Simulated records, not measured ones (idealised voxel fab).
process module | voxel gate over fins
cross-section cut | 260 nm wide | cells 5 nm
A cross-section is a grid of square cells, given in bands from the top down. A band is one or more rows of cells.
Each band's line starts with the height of the band's top and of its bottom, in nm. Then come its materials from left to right, each with its width in nm. One material with "throughout" fills the band from edge to edge. "air" is empty space.
Height 0 is the level under which the wafer as received is all one material. The lowest band goes on downwards, as in "0 down".
A width such as "30 to 40" changes by the same amount from each row of cells to the next, from the band's top row to its bottom row.
"no change" after a step means that no cell of the cross-section changed.
closed voids: empty space of 8 cells or more with no open way to the top, each as width x height at its distance from the left edge, in nm
after a step's settings: what the simulator itself notes on the step
overlay nm, on a step with a mask: how far to the right of its planned place the mask lay; to the left if negative
plan
1 op RECEIVE | material Si
2 op CONFORMAL_DEP | material SiN | thk nm 5
3 op MASKED_ETCH | tone cover | mask id FINS | width nm 15 | pitch nm 35 | etch materials SiN | depth nm 5 | overlay nm 0
4 op MASKED_ETCH | tone cover | mask id FINS | width nm 15 | pitch nm 35 | etch materials Si | depth nm 35 | overlay nm 0
5 op OXIDIZE | depth nm 5
6 op FILL_DEP | material SiO2 | thk nm 15
7 op CMP | height nm 5
8 op SELECTIVE_ETCH | etch materials SiO2 | depth nm 20
9 op STRIP | etch materials SiN
10 op CONFORMAL_DEP | material HfO2 | thk nm 5
11 op CONFORMAL_DEP | material TiN | thk nm 5
12 op CONFORMAL_DEP | material TiAl | thk nm 5
13 op CONFORMAL_DEP | material TiN | thk nm 5
14 op FILL_DEP | material W | thk nm 15
15 op CMP | height nm 30
16 op CONFORMAL_DEP | material SiN | thk nm 10
first wafer, as planned
as received, after step 1
  0 down: Si throughout
  closed voids: none
after step 2
  5 to 0: SiN throughout
  below 0: unchanged
after step 3
  5 to 0: air 105 | SiN 15 | air 20 | SiN 15 | air 105
  below 0: unchanged
after step 4
  5 to 0: air 105 | SiN 15 | air 20 | SiN 15 | air 105
  0 to -35: air 105 | Si 15 | air 20 | Si 15 | air 105
  below -35: unchanged
after step 5
  5 to 0: air 105 | SiN 15 | air 20 | SiN 15 | air 105
  0 to -35: air 105 | SiO2 5 | Si 5 | SiO2 5 | air 20 | SiO2 5 | Si 5 | SiO2 5 | air 105
  -35 to -40: SiO2 110 | Si 5 | SiO2 30 | Si 5 | SiO2 110
  below -40: unchanged
after step 6
  20 to 5: SiO2 throughout
  5 to 0: SiO2 105 | SiN 15 | SiO2 20 | SiN 15 | SiO2 105
  0 to -40: SiO2 110 | Si 5 | SiO2 30 | Si 5 | SiO2 110
  below -40: unchanged
after step 7
  5 to 0: SiO2 105 | SiN 15 | SiO2 20 | SiN 15 | SiO2 105
  below 0: unchanged
after step 8
  5 to 0: air 105 | SiN 15 | air 20 | SiN 15 | air 105
  0 to -15: air 110 | Si 5 | air 30 | Si 5 | air 110
  below -15: unchanged
after step 9
  0 to -15: air 110 | Si 5 | air 30 | Si 5 | air 110
  below -15: unchanged
after step 10
  5 to 0: air 105 | HfO2 15 | air 20 | HfO2 15 | air 105
  0 to -10: air 105 | HfO2 5 | Si 5 | HfO2 5 | air 20 | HfO2 5 | Si 5 | HfO2 5 | air 105
  -10 to -15: HfO2 110 | Si 5 | HfO2 30 | Si 5 | HfO2 110
  below -15: unchanged
after step 11
  10 to 5: air 100 | TiN 25 | air 10 | TiN 25 | air 100
  5 to 0: air 100 | TiN 5 | HfO2 15 | TiN 5 | air 10 | TiN 5 | HfO2 15 | TiN 5 | air 100
  0 to -5: air 100 | TiN 5 | HfO2 5 | Si 5 | HfO2 5 | TiN 5 | air 10 | TiN 5 | HfO2 5 | Si 5 | HfO2 5 | TiN 5 | air 100
  -5 to -10: TiN 105 | HfO2 5 | Si 5 | HfO2 5 | TiN 20 | HfO2 5 | Si 5 | HfO2 5 | TiN 105
  below -10: unchanged
after step 12
  15 to 10: air 95 | TiAl 70 | air 95
  10 to 5: air 95 | TiAl 5 | TiN 25 | TiAl 10 | TiN 25 | TiAl 5 | air 95
  5 to 0: air 95 | TiAl 5 | TiN 5 | HfO2 15 | TiN 5 | TiAl 10 | TiN 5 | HfO2 15 | TiN 5 | TiAl 5 | air 95
  0 to -5: TiAl 100 | TiN 5 | HfO2 5 | Si 5 | HfO2 5 | TiN 5 | TiAl 10 | TiN 5 | HfO2 5 | Si 5 | HfO2 5 | TiN 5 | TiAl 100
  below -5: unchanged
after step 13
  20 to 15: air 90 | TiN 80 | air 90
  15 to 10: air 90 | TiN 5 | TiAl 70 | TiN 5 | air 90
  10 to 5: air 90 | TiN 5 | TiAl 5 | TiN 25 | TiAl 10 | TiN 25 | TiAl 5 | TiN 5 | air 90
  5 to 0: TiN 95 | TiAl 5 | TiN 5 | HfO2 15 | TiN 5 | TiAl 10 | TiN 5 | HfO2 15 | TiN 5 | TiAl 5 | TiN 95
  below 0: unchanged
after step 14
  35 to 20: W throughout
  20 to 15: W 90 | TiN 80 | W 90
  15 to 10: W 90 | TiN 5 | TiAl 70 | TiN 5 | W 90
  10 to 5: W 90 | TiN 5 | TiAl 5 | TiN 25 | TiAl 10 | TiN 25 | TiAl 5 | TiN 5 | W 90
  below 5: unchanged
after step 15
  30 to 20: W throughout
  below 20: unchanged
after step 16
  40 to 30: SiN throughout
  below 30: unchanged
second wafer: like start, like plan, one mistake. Through step 2 it matches the first wafer
when step 3 should have ended
  5 to 0: SiN 105 | air 15 | SiN 20 | air 15 | SiN 105
  below 0: unchanged
when step 4 should have ended: no change
when step 5 should have ended
  5 to 0: SiN 105 | air 15 | SiN 20 | air 15 | SiN 105
  0 to -5: Si 100 | SiO2 25 | Si 10 | SiO2 25 | Si 100
  below -5: unchanged
when step 6 should have ended
  20 to 5: SiO2 throughout
  5 to 0: SiN 105 | SiO2 15 | SiN 20 | SiO2 15 | SiN 105
  below 0: unchanged
when step 7 should have ended
  5 to 0: SiN 105 | SiO2 15 | SiN 20 | SiO2 15 | SiN 105
  below 0: unchanged
when step 8 should have ended
  5 to 0: SiN 105 | air 15 | SiN 20 | air 15 | SiN 105
  0 to -5: Si 100 | air 25 | Si 10 | air 25 | Si 100
  below -5: unchanged
when step 9 should have ended
  0 to -5: Si 100 | air 25 | Si 10 | air 25 | Si 100
  below -5: unchanged
when step 10 should have ended
  5 to 0: HfO2 105 | air 15 | HfO2 20 | air 15 | HfO2 105
  0 to -5: Si 100 | HfO2 25 | Si 10 | HfO2 25 | Si 100
  below -5: unchanged
when step 11 should have ended
  10 to 5: TiN 110 | air 5 | TiN 30 | air 5 | TiN 110
  5 to 0: HfO2 105 | TiN 15 | HfO2 20 | TiN 15 | HfO2 105
  below 0: unchanged
when step 12 should have ended
  15 to 10: TiAl throughout
  10 to 5: TiN 110 | TiAl 5 | TiN 30 | TiAl 5 | TiN 110
  below 5: unchanged
when step 13 should have ended
  20 to 15: TiN throughout
  below 15: unchanged
when step 14 should have ended
  35 to 20: W throughout
  below 20: unchanged
when step 15 should have ended
  30 to 20: W throughout
  below 20: unchanged
when step 16 should have ended
  40 to 30: SiN throughout
  below 30: unchanged
what went wrong: step 3 ran as: op MASKED_ETCH | tone open | mask id FINS | width nm 15 | pitch nm 35 | etch materials SiN | depth nm 5 | overlay nm 0
at the end the second wafer has, in cells: 8 fewer of HfO2 | 390 more of Si | 250 fewer of SiO2 | 10 fewer of TiAl | 14 fewer of TiN | 108 fewer of W
